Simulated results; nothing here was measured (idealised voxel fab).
process module | voxel air gaps
cross-section cut | 220 nm wide | cells 5 nm
A cross-section is a grid of square cells, given in bands from the top down. A band is one or more rows of cells.
Each band's line starts with the height of the band's top and of its bottom, in nm. Then come its materials from left to right, each with its width in nm. One material with "throughout" fills the band from edge to edge. "air" is empty space.
Height 0 is the level under which the wafer as received is all one material. The lowest band goes on downwards, as in "0 down".
A width such as "30 to 40" changes by the same amount from each row of cells to the next, from the band's top row to its bottom row.
"no change" after a step means that no cell of the cross-section changed.
closed voids: empty space of 8 cells or more with no open way to the top, each as width x height at its distance from the left edge, in nm
after a step's settings: what the simulator itself notes on the step
overlay nm, on a step with a mask: how far to the right of its planned place the mask lay; to the left if negative
plan
1 op RECEIVE | material Si
2 op CONFORMAL_DEP | material SiO2 | thk nm 15
3 op CONFORMAL_DEP | material SiCN | thk nm 5
4 op DIRECTIONAL_DEP | material SiO2 | thk nm 30
5 op DIRECTIONAL_DEP | material aC | thk nm 10
6 op PATTERN | tone open | mask id LINES | material resist | width nm 20 | pitch nm 45 | thk nm 30 | overlay nm 0
7 op DIRECTIONAL_ETCH | etch materials aC | depth nm 10
8 op STRIP | etch materials resist
9 op DIRECTIONAL_ETCH | etch materials SiO2 | depth nm 30
10 op STRIP | etch materials aC
11 op CONFORMAL_DEP | material TiN | thk nm 5
12 op FILL_DEP | material W | thk nm 10
13 op CMP | height nm 50
14 op EPI | material Ru | thk nm 10
15 op SELECTIVE_ETCH | etch materials SiO2 | depth nm 40
16 op CONFORMAL_DEP | material SiCN | thk nm 5
as received, after step 1
  0 down: Si throughout
  closed voids: none
a wafer at the end: this start, this plan, one mistake
  65 to 60: air 25 | SiCN 185 | air 10
  60 to 50: air 25 | SiCN 5 | Ru 40 | SiCN 5 | Ru 40 | SiCN 5 | Ru 40 | SiCN 5 | Ru 40 | SiCN 5 | air 10
  50 to 45: air 25 | SiCN 15 | TiN 5 | W 10 | TiN 5 | SiCN 25 | TiN 5 | W 10 | TiN 5 | SiCN 25 | TiN 5 | W 10 | TiN 5 | SiCN 25 | TiN 5 | W 10 | TiN 5 | SiCN 15 | air 10
  45 to 25: air 35 | SiCN 5 | TiN 5 | W 10 | TiN 5 | SiCN 5 | air 15 | SiCN 5 | TiN 5 | W 10 | TiN 5 | SiCN 5 | air 15 | SiCN 5 | TiN 5 | W 10 | TiN 5 | SiCN 5 | air 15 | SiCN 5 | TiN 5 | W 10 | TiN 5 | SiCN 5 | air 20
  25 to 20: SiCN 40 | TiN 20 | SiCN 25 | TiN 20 | SiCN 25 | TiN 20 | SiCN 25 | TiN 20 | SiCN 25
  20 to 15: SiCN throughout
  15 to 0: SiO2 throughout
  0 down: Si throughout
  closed voids: 15 x 20 at 65; 15 x 20 at 110; 15 x 20 at 155
what went wrong: step 6 ran as: op PATTERN | tone open | mask id LINES | material resist | width nm 20 | pitch nm 45 | thk nm 30 | overlay nm 10
